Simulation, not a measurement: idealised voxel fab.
The following process module bears the name voxel wiring stack.
Displayed cross-section: cut, width of 260 nm, square cells sized 5 nm.
Reading order for cross-sections: top band down to bottom band. Underlying form: a grid of square cells. Band size: one or more rows of cells.
Basically the band line says how high the top is and how high the bottom is, in nm, and then what's in it from left to right, every material with its width in nm. Empty space shows up as "blank", and if a single material carries "edge to edge" it runs the full band edge to edge.
All heights in this document are referenced to 0, defined as the level beneath which the wafer, as received, consists entirely of one material. The lowest band is not bounded below; it extends indefinitely downward and is written in the form "0 down".
When a width is written as two numbers, as in "30..40", the first number is the width in the top row of cells of the band and the second is the width in its bottom row, and the width changes by the same amount from each row to the next.
Reading "stayed the same" for a step: not a cell of the cross-section changed in it.
Closed void register: empty space of 8 cells or more with no open way to the top, each as width x height at its distance from the left edge, in nm
Note: text after step settings on the step line = simulator remark on that step.
overlay nm: right-of-plan distance of the mask on a masked step; negative values mean left-of-plan.
So here's the lineup of process steps we planned:
1. op RECEIVE | material Si
2. op CONFORMAL_DEP | material SiO2 | thk nm 10
3. op DIRECTIONAL_DEP | material TiN | thk nm 5
4. op DIRECTIONAL_DEP | material Ru | thk nm 20
5. op PATTERN | tone cover | mask id METAL_1 | material resist | width nm 30 | pitch nm 50 | thk nm 20 | overlay nm 0
6. op DIRECTIONAL_ETCH | etch materials Ru | depth nm 20
7. op DIRECTIONAL_ETCH | etch materials TiN | depth nm 5
8. op STRIP | etch materials resist
9. op FILL_DEP | material SiO2 | thk nm 5
10. op CMP | height nm 35
11. op CONFORMAL_DEP | material SiCN | thk nm 5
12. op DIRECTIONAL_DEP | material SiO2 | thk nm 10
13. op DIRECTIONAL_DEP | material aC | thk nm 10
14. op PATTERN | tone open | mask id PLUG_1 | material resist | width nm 15 | pitch nm 50 | thk nm 25 | overlay nm 0
15. op DIRECTIONAL_ETCH | etch materials aC | depth nm 10
16. op STRIP | etch materials resist
17. op DIRECTIONAL_ETCH | etch materials SiO2 | depth nm 10
18. op DIRECTIONAL_ETCH | etch materials SiCN | depth nm 5
19. op STRIP | etch materials aC
20. op EPI | material Ru | thk nm 10
21. op EPI | material Ru | thk nm 5
22. op DIRECTIONAL_DEP | material TiN | thk nm 5
23. op DIRECTIONAL_DEP | material Ru | thk nm 25
24. op DIRECTIONAL_DEP | material aC | thk nm 10
25. op PATTERN | tone cover | mask id METAL_2 | material resist | width nm 30 | pitch nm 50 | thk nm 30 | overlay nm 0
26. op DIRECTIONAL_ETCH | etch materials aC | depth nm 10
27. op STRIP | etch materials resist
28. op DIRECTIONAL_ETCH | etch materials Ru | depth nm 25
29. op DIRECTIONAL_ETCH | etch materials TiN | depth nm 5
30. op STRIP | etch materials aC
31. op FILL_DEP | material SiO2 | thk nm 10
32. op CMP | height nm 80
33. op CONFORMAL_DEP | material SiCN | thk nm 5
34. op DIRECTIONAL_DEP | material lowk | thk nm 25
35. op DIRECTIONAL_DEP | material aC | thk nm 15
36. op PATTERN | tone open | mask id METAL_3_HOLES | material resist | width nm 15 | pitch nm 50 | thk nm 35 | overlay nm 0
37. op DIRECTIONAL_ETCH | etch materials aC | depth nm 15
38. op STRIP | etch materials resist
39. op DIRECTIONAL_ETCH | etch materials lowk | depth nm 25
40. op STRIP | etch materials aC
41. op DIRECTIONAL_DEP | material aC | thk nm 10
42. op PATTERN | tone open | mask id METAL_3 | material resist | width nm 30 | pitch nm 50 | thk nm 25 | overlay nm 0
43. op DIRECTIONAL_ETCH | etch materials aC | depth nm 10
44. op STRIP | etch materials resist
45. op DIRECTIONAL_ETCH | etch materials lowk | depth nm 15
46. op DIRECTIONAL_ETCH | etch materials SiCN | depth nm 5
47. op STRIP | etch materials aC
48. op CONFORMAL_DEP | material TiN | thk nm 5
49. op FILL_DEP | material Cu | thk nm 5
50. op CMP | height nm 110
51. op CONFORMAL_DEP | material SiCN | thk nm 5
52. op DIRECTIONAL_DEP | material SiO2 | thk nm 15
53. op DIRECTIONAL_DEP | material aC | thk nm 10
54. op PATTERN | tone open | mask id PLUG_3 | material resist | width nm 15 | pitch nm 50 | thk nm 25 | overlay nm 0
55. op DIRECTIONAL_ETCH | etch materials aC | depth nm 10
56. op STRIP | etch materials resist
57. op DIRECTIONAL_ETCH | etch materials SiO2 | depth nm 15
58. op DIRECTIONAL_ETCH | etch materials SiCN | depth nm 5
59. op STRIP | etch materials aC
60. op EPI | material Ru | thk nm 10
61. op EPI | material Ru | thk nm 10
62. op DIRECTIONAL_DEP | material TiN | thk nm 5
63. op DIRECTIONAL_DEP | material Ru | thk nm 20
64. op MASKED_ETCH | tone cover | mask id METAL_4 | width nm 30 | pitch nm 50 | etch materials Ru | depth nm 20 | overlay nm 0
65. op MASKED_ETCH | tone cover | mask id METAL_4 | width nm 30 | pitch nm 50 | etch materials TiN | depth nm 5 | overlay nm 0
66. op FILL_DEP | material SiO2 | thk nm 5
67. op CMP | height nm 155
68. op CONFORMAL_DEP | material SiCN | thk nm 5
Delivered wafer in cross-section: state after step 1:
    0 down: Si edge to edge
    Closed void register: none
Run as planned - first of the two wafers cross-sectioned at the end of the module:
    160 to 155: SiCN edge to edge
    155 to 135: SiO2=40  Ru=30  SiO2=20  Ru=30  SiO2=20  Ru=30  SiO2=20  Ru=30  SiO2=40
    135 to 130: SiO2=40  TiN=30  SiO2=20  TiN=30  SiO2=20  TiN=30  SiO2=20  TiN=30  SiO2=40
    130 to 115: SiO2=40  Ru=15  SiO2=35  Ru=15  SiO2=35  Ru=15  SiO2=35  Ru=15  SiO2=55
    115 to 110: SiCN=40  Ru=15  SiCN=35  Ru=15  SiCN=35  Ru=15  SiCN=35  Ru=15  SiCN=55
    110 to 100: lowk=40  TiN=5  Cu=20  TiN=5  lowk=20  TiN=5  Cu=20  TiN=5  lowk=20  TiN=5  Cu=20  TiN=5  lowk=20  TiN=5  Cu=20  TiN=5  lowk=40
    100 to 95: lowk=40  TiN=5  Cu=5  TiN=20  lowk=20  TiN=5  Cu=5  TiN=20  lowk=20  TiN=5  Cu=5  TiN=20  lowk=20  TiN=5  Cu=5  TiN=20  lowk=40
    95 to 85: lowk=40  TiN=5  Cu=5  TiN=5  lowk=35  TiN=5  Cu=5  TiN=5  lowk=35  TiN=5  Cu=5  TiN=5  lowk=35  TiN=5  Cu=5  TiN=5  lowk=55
    85 to 80: SiCN=40  TiN=15  SiCN=35  TiN=15  SiCN=35  TiN=15  SiCN=35  TiN=15  SiCN=55
    80 to 55: SiO2=40  Ru=30  SiO2=20  Ru=30  SiO2=20  Ru=30  SiO2=20  Ru=30  SiO2=40
    55 to 50: SiO2=40  TiN=30  SiO2=20  TiN=30  SiO2=20  TiN=30  SiO2=20  TiN=30  SiO2=40
    50 to 40: SiO2=40  Ru=15  SiO2=35  Ru=15  SiO2=35  Ru=15  SiO2=35  Ru=15  SiO2=55
    40 to 35: SiCN=40  Ru=15  SiCN=35  Ru=15  SiCN=35  Ru=15  SiCN=35  Ru=15  SiCN=55
    35 to 15: SiO2=40  Ru=30  SiO2=20  Ru=30  SiO2=20  Ru=30  SiO2=20  Ru=30  SiO2=40
    15 to 10: SiO2=40  TiN=30  SiO2=20  TiN=30  SiO2=20  TiN=30  SiO2=20  TiN=30  SiO2=40
    10 to 0: SiO2 edge to edge
    0 down: Si edge to edge
    Closed void register: none
Second of two wafers, module complete, sectioned: it shares the first wafer's start and plan but was run with one mistake:
    160 to 155: SiCN edge to edge
    155 to 135: SiO2=40  Ru=30  SiO2=20  Ru=30  SiO2=20  Ru=30  SiO2=20  Ru=30  SiO2=40
    135 to 130: SiO2=40  TiN=30  SiO2=20  TiN=30  SiO2=20  TiN=30  SiO2=20  TiN=30  SiO2=40
    130 to 115: SiO2=40  Ru=15  SiO2=35  Ru=15  SiO2=35  Ru=15  SiO2=35  Ru=15  SiO2=55
    115 to 110: SiCN=40  Ru=15  SiCN=35  Ru=15  SiCN=35  Ru=15  SiCN=35  Ru=15  SiCN=55
    110 to 100: lowk=40  TiN=5  Cu=20  TiN=5  lowk=20  TiN=5  Cu=20  TiN=5  lowk=20  TiN=5  Cu=20  TiN=5  lowk=20  TiN=5  Cu=20  TiN=5  lowk=40
    100 to 95: lowk=40  TiN=5  Cu=5  TiN=20  lowk=20  TiN=5  Cu=5  TiN=20  lowk=20  TiN=5  Cu=5  TiN=20  lowk=20  TiN=5  Cu=5  TiN=20  lowk=40
    95 to 85: lowk=40  TiN=5  Cu=5  TiN=5  lowk=35  TiN=5  Cu=5  TiN=5  lowk=35  TiN=5  Cu=5  TiN=5  lowk=35  TiN=5  Cu=5  TiN=5  lowk=55
    85 to 80: SiCN=40  TiN=15  SiCN=35  TiN=15  SiCN=35  TiN=15  SiCN=35  TiN=15  SiCN=55
    80 to 75: SiO2=40  TiN=30  SiO2=20  TiN=30  SiO2=20  TiN=30  SiO2=20  TiN=30  SiO2=40
    75 to 50: Ru edge to edge
    50 to 40: SiO2=40  Ru=15  SiO2=35  Ru=15  SiO2=35  Ru=15  SiO2=35  Ru=15  SiO2=55
    40 to 35: SiCN=40  Ru=15  SiCN=35  Ru=15  SiCN=35  Ru=15  SiCN=35  Ru=15  SiCN=55
    35 to 15: SiO2=40  Ru=30  SiO2=20  Ru=30  SiO2=20  Ru=30  SiO2=20  Ru=30  SiO2=40
    15 to 10: SiO2=40  TiN=30  SiO2=20  TiN=30  SiO2=20  TiN=30  SiO2=20  TiN=30  SiO2=40
    10 to 0: SiO2 edge to edge
    0 down: Si edge to edge
    Closed void register: none
It is concluded that the wafer was processed incorrectly with respect to the plan, in that it was found that steps 22 and 23 of the process plan had been performed in exchanged positions
Once processing is complete, comparing cell counts shows that the second wafer has more or fewer of certain materials than the first: Ru +140; SiO2 -140
